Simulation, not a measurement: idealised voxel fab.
Process module in this document: voxel transistor to metal
Each square cell in cross-section cut measures 5 nm, and the section as a whole is 180 nm wide.
For the purposes of this document, a cross-section shall be understood as a grid of square cells, specified as bands listed in top-to-bottom order, each band consisting of one or more rows of cells. Band entry format. Leading values: height of top, height of bottom, nm. Remainder: materials in left-to-right order, each with its width in nm. Special words: "all across" on a single material, which then fills the band edge to edge; "air", empty space. Beneath 0, the wafer as received is one material, and that level is where height counting begins. The lowest band goes on downward without a bottom; it is written like "top 0, no bottom". Note: "30..40" means the width goes from the first number (top row of the band) to the second number (bottom row) in equal steps per row of cells. What does "stayed the same" mean for a step? It means no cell of the cross-section changed in that step. If an empty space has no open way to the top and is at least 8 cells in size, "Listed closed voids" lists it, written width x height at distance, where distance is measured from the left edge and every value is in nm. Step line, after settings: the simulator's comment on this step. "overlay nm" on a masked step: distance the mask lay right of its planned place, negative for left.

## Planned step list for the process
1,RECEIVE: material Si
2,OXIDIZE: depth nm 5
3,CONFORMAL_DEP: material SiN, thk nm 15
4,DIRECTIONAL_DEP: material aC, thk nm 10
5,PATTERN: tone cover, mask id ACTIVE, material resist, width nm 110, thk nm 30, overlay nm 0
6,DIRECTIONAL_ETCH: etch materials aC, depth nm 10
7,STRIP: etch materials resist
8,DIRECTIONAL_ETCH: etch materials SiN, depth nm 15
9,DIRECTIONAL_ETCH: etch materials SiO2, depth nm 5
10,DIRECTIONAL_ETCH: etch materials Si, depth nm 30
11,STRIP: etch materials aC
12,FILL_DEP: material SiO2, thk nm 5
13,CMP: height nm 15
14,SELECTIVE_ETCH: etch materials SiO2, depth nm 10
15,STRIP: etch materials SiN
16,SELECTIVE_ETCH: etch materials SiO2, depth nm 5
17,OXIDIZE: depth nm 5
18,DIRECTIONAL_DEP: material polySi, thk nm 20
19,DIRECTIONAL_DEP: material SiCN, thk nm 15
20,PATTERN: tone cover, mask id GATE, material resist, width nm 30, thk nm 15, overlay nm 0
21,DIRECTIONAL_ETCH: etch materials SiCN, depth nm 25
22,DIRECTIONAL_ETCH: etch materials polySi, depth nm 30
23,STRIP: etch materials resist
24,CONFORMAL_DEP: material SiO2, thk nm 5
25,DIRECTIONAL_ETCH: etch materials SiO2, depth nm 5
26,CONFORMAL_DEP: material SiN, thk nm 5
27,DIRECTIONAL_ETCH: etch materials SiN, depth nm 5
28,DIRECTIONAL_ETCH: etch materials SiO2, depth nm 5
29,EPI: material nSi, thk nm 5
30,FILL_DEP: material SiO2, thk nm 10
31,CMP: height nm 15
32,STRIP: etch materials polySi
33,SELECTIVE_ETCH: etch materials SiO2, depth nm 5
34,CONFORMAL_DEP: material HfO2, thk nm 5
35,CONFORMAL_DEP: material TiN, thk nm 5
36,FILL_DEP: material W, thk nm 10
37,CMP: height nm 10
38,DIRECTIONAL_DEP: material SiO2, thk nm 10
39,PATTERN: tone open, mask id CONTACT, material resist, width nm 20, pitch nm 80, thk nm 15, overlay nm 0
40,DIRECTIONAL_ETCH: etch materials SiO2, depth nm 25
41,STRIP: etch materials resist
42,CONFORMAL_DEP: material TiN, thk nm 5
43,FILL_DEP: material W, thk nm 10
44,CMP: height nm 20
45,DIRECTIONAL_DEP: material TiN, thk nm 5
46,DIRECTIONAL_DEP: material W, thk nm 20
47,DIRECTIONAL_DEP: material aC, thk nm 10
48,PATTERN: tone cover, mask id METAL_1, material resist, width nm 20, pitch nm 80, thk nm 25, overlay nm 0
49,DIRECTIONAL_ETCH: etch materials aC, depth nm 10
50,STRIP: etch materials resist
51,DIRECTIONAL_ETCH: etch materials W, depth nm 20
52,DIRECTIONAL_ETCH: etch materials TiN, depth nm 5
53,STRIP: etch materials aC
54,FILL_DEP: material SiO2, thk nm 10
55,CMP: height nm 45
56,CONFORMAL_DEP: material SiCN, thk nm 5
57,DIRECTIONAL_DEP: material lowk, thk nm 35
58,MASKED_ETCH: tone open, mask id METAL_2, width nm 20, pitch nm 80, etch materials lowk, depth nm 20, overlay nm 0
59,PATTERN: tone open, mask id METAL_2_HOLES, material resist, width nm 15, pitch nm 80, thk nm 20, overlay nm 0
60,DIRECTIONAL_ETCH: etch materials lowk, depth nm 15
61,DIRECTIONAL_ETCH: etch materials SiCN, depth nm 5
62,STRIP: etch materials resist
63,CONFORMAL_DEP: material TiN, thk nm 5
64,FILL_DEP: material Cu, thk nm 5
65,CMP: height nm 85
66,CONFORMAL_DEP: material SiCN, thk nm 5

## Incoming wafer in cross-section (state: after step 1)
top 0, no bottom = Si all across
Listed closed voids: none

## Cross-section taken at module completion on the first of two wafers; processed per the plan
top 90, bottom 85 = SiCN all across
top 85, bottom 70 = 40 of lowk; 5 of TiN; 10 of Cu; 5 of TiN; 60 of lowk; 5 of TiN; 10 of Cu; 5 of TiN; 40 of lowk
top 70, bottom 65 = 40 of lowk; 5 of TiN; 5 of Cu; 10 of TiN; 60 of lowk; 5 of TiN; 5 of Cu; 10 of TiN; 40 of lowk
top 65, bottom 50 = 40 of lowk; 5 of TiN; 5 of Cu; 5 of TiN; 65 of lowk; 5 of TiN; 5 of Cu; 5 of TiN; 45 of lowk
top 50, bottom 45 = 40 of SiCN; 15 of TiN; 65 of SiCN; 15 of TiN; 45 of SiCN
top 45, bottom 25 = 40 of SiO2; 20 of W; 60 of SiO2; 20 of W; 40 of SiO2
top 25, bottom 20 = 40 of SiO2; 20 of TiN; 60 of SiO2; 20 of TiN; 40 of SiO2
top 20, bottom 10 = 40 of SiO2; 5 of TiN; 10 of W; 5 of TiN; 60 of SiO2; 5 of TiN; 10 of W; 5 of TiN; 40 of SiO2
top 10, bottom 0 = 40 of SiO2; 5 of TiN; 10 of W; 5 of TiN; 5 of SiO2; 5 of SiN; 5 of HfO2; 5 of TiN; 20 of W; 5 of TiN; 5 of HfO2; 5 of SiN; 5 of SiO2; 5 of TiN; 10 of W; 5 of TiN; 40 of SiO2
top 0, bottom -5 = 35 of SiO2; 5 of SiN; 20 of TiN; 5 of SiO2; 5 of SiN; 5 of HfO2; 30 of TiN; 5 of HfO2; 5 of SiN; 5 of SiO2; 20 of TiN; 5 of SiN; 35 of SiO2
top -5, bottom -10 = 40 of SiO2; 25 of nSi; 5 of SiO2; 40 of HfO2; 5 of SiO2; 25 of nSi; 40 of SiO2
top -10, bottom -35 = 35 of SiO2; 110 of Si; 35 of SiO2
top -35, no bottom = Si all across
Listed closed voids: none

## End of module, second wafer, cross-section. Started like the first, planned like the first, run with one mistake
top 90, bottom 85 = SiCN all across
top 85, bottom 55 = 40 of lowk; 5 of TiN; 10 of Cu; 5 of TiN; 60 of lowk; 5 of TiN; 10 of Cu; 5 of TiN; 40 of lowk
top 55, bottom 50 = 40 of lowk; 5 of TiN; 5 of Cu; 10 of TiN; 60 of lowk; 5 of TiN; 5 of Cu; 10 of TiN; 40 of lowk
top 50, bottom 45 = 40 of SiCN; 15 of TiN; 65 of SiCN; 15 of TiN; 45 of SiCN
top 45, bottom 25 = 40 of SiO2; 20 of W; 60 of SiO2; 20 of W; 40 of SiO2
top 25, bottom 20 = 40 of SiO2; 20 of TiN; 60 of SiO2; 20 of TiN; 40 of SiO2
top 20, bottom 10 = 40 of SiO2; 5 of TiN; 10 of W; 5 of TiN; 60 of SiO2; 5 of TiN; 10 of W; 5 of TiN; 40 of SiO2
top 10, bottom 0 = 40 of SiO2; 5 of TiN; 10 of W; 5 of TiN; 5 of SiO2; 5 of SiN; 5 of HfO2; 5 of TiN; 20 of W; 5 of TiN; 5 of HfO2; 5 of SiN; 5 of SiO2; 5 of TiN; 10 of W; 5 of TiN; 40 of SiO2
top 0, bottom -5 = 35 of SiO2; 5 of SiN; 20 of TiN; 5 of SiO2; 5 of SiN; 5 of HfO2; 30 of TiN; 5 of HfO2; 5 of SiN; 5 of SiO2; 20 of TiN; 5 of SiN; 35 of SiO2
top -5, bottom -10 = 40 of SiO2; 25 of nSi; 5 of SiO2; 40 of HfO2; 5 of SiO2; 25 of nSi; 40 of SiO2
top -10, bottom -35 = 35 of SiO2; 110 of Si; 35 of SiO2
top -35, no bottom = Si all across
Listed closed voids: none
The mistake made against the process plan was this: step 58 in the plan was executed twice
Final wafer comparison in cells, second versus first, more or fewer per material: Cu: 6 more; lowk: 6 fewer
